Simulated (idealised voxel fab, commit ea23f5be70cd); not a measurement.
Name of the process module below: voxel spacer lines
We display cut, a cross-section 145 nm in width whose square cells are each 5 nm.
Cross-sections here: square-cell grids, written as top-down lists of bands, a band being one or more rows of cells.
Heights first: top, then bottom, in nm. Then materials, left to right, each with a width in nm. "throughout" on a single material: fills the band edge to edge. "empty": empty space.
It should be noted that heights are counted from 0, beneath which the wafer as supplied is of one material throughout, and that the lowest band possesses no lower boundary but continues downward, as written in "0 and below".
Width: "30..40" (first number = top row, second number = bottom row, same change from row to row of cells).
"nothing altered", as given for a step, is the statement that not any cell of the cross-section underwent a change during that step.
In the "Fully sealed cavities" entry, you get each enclosed empty space of 8 cells or more, one with no open way to the top, written width x height at distance, distance from the left edge, in nm.
On each step's line, the part that comes after the settings is the simulator's own comment on the step.
overlay nm: right-of-plan distance of the mask on a masked step; negative values mean left-of-plan.
THESE ARE THE STEPS WE PLANNED FOR THE PROCESS
1) RECEIVE,material Si
2) CONFORMAL_DEP,material Al2O3,thk nm 5
3) DIRECTIONAL_DEP,material W,thk nm 15
4) DIRECTIONAL_DEP,material polySi,thk nm 20
5) PATTERN,tone cover,mask id MANDREL,material resist,width nm 15,pitch nm 50,thk nm 30,overlay nm 0
6) DIRECTIONAL_ETCH,etch materials polySi,depth nm 20
7) STRIP,etch materials resist
8) CONFORMAL_DEP,material SiN,thk nm 10
9) DIRECTIONAL_ETCH,etch materials SiN,depth nm 10
10) STRIP,etch materials polySi
11) DIRECTIONAL_ETCH,etch materials W,depth nm 5
12) STRIP,etch materials SiN
13) FILL_DEP,material SiO2,thk nm 5
14) CMP,height nm 20
Every wafer here starts from the same state; it is the step 11 depth nm that distinguishes them, and the value the plan gives belongs to the first wafer.
CROSS-SECTION, FIRST OF SEVERAL WAFERS, AS DELIVERED AFTER STEP 1
0 and below: Si throughout
Fully sealed cavities: none
WHERE EACH WAFER STANDS AT THE END OF THE MODULE, A ROW APIECE: CELLS OF EACH MATERIAL GAINED (+) OR LOST (-) SINCE IT WAS RECEIVED, THEN CLOSED VOIDS
depth nm 5; +29 Al2O3; +21 SiO2; +66 W; Fully sealed cavities: none
depth nm 10; +29 Al2O3; +42 SiO2; +45 W; Fully sealed cavities: none
depth nm 15; +29 Al2O3; +63 SiO2; +24 W; Fully sealed cavities: none
depth nm 20; +29 Al2O3; +63 SiO2; +24 W; Fully sealed cavities: none
depth nm 25; +29 Al2O3; +63 SiO2; +24 W; Fully sealed cavities: none
depth nm 30; +29 Al2O3; +63 SiO2; +24 W; Fully sealed cavities: none
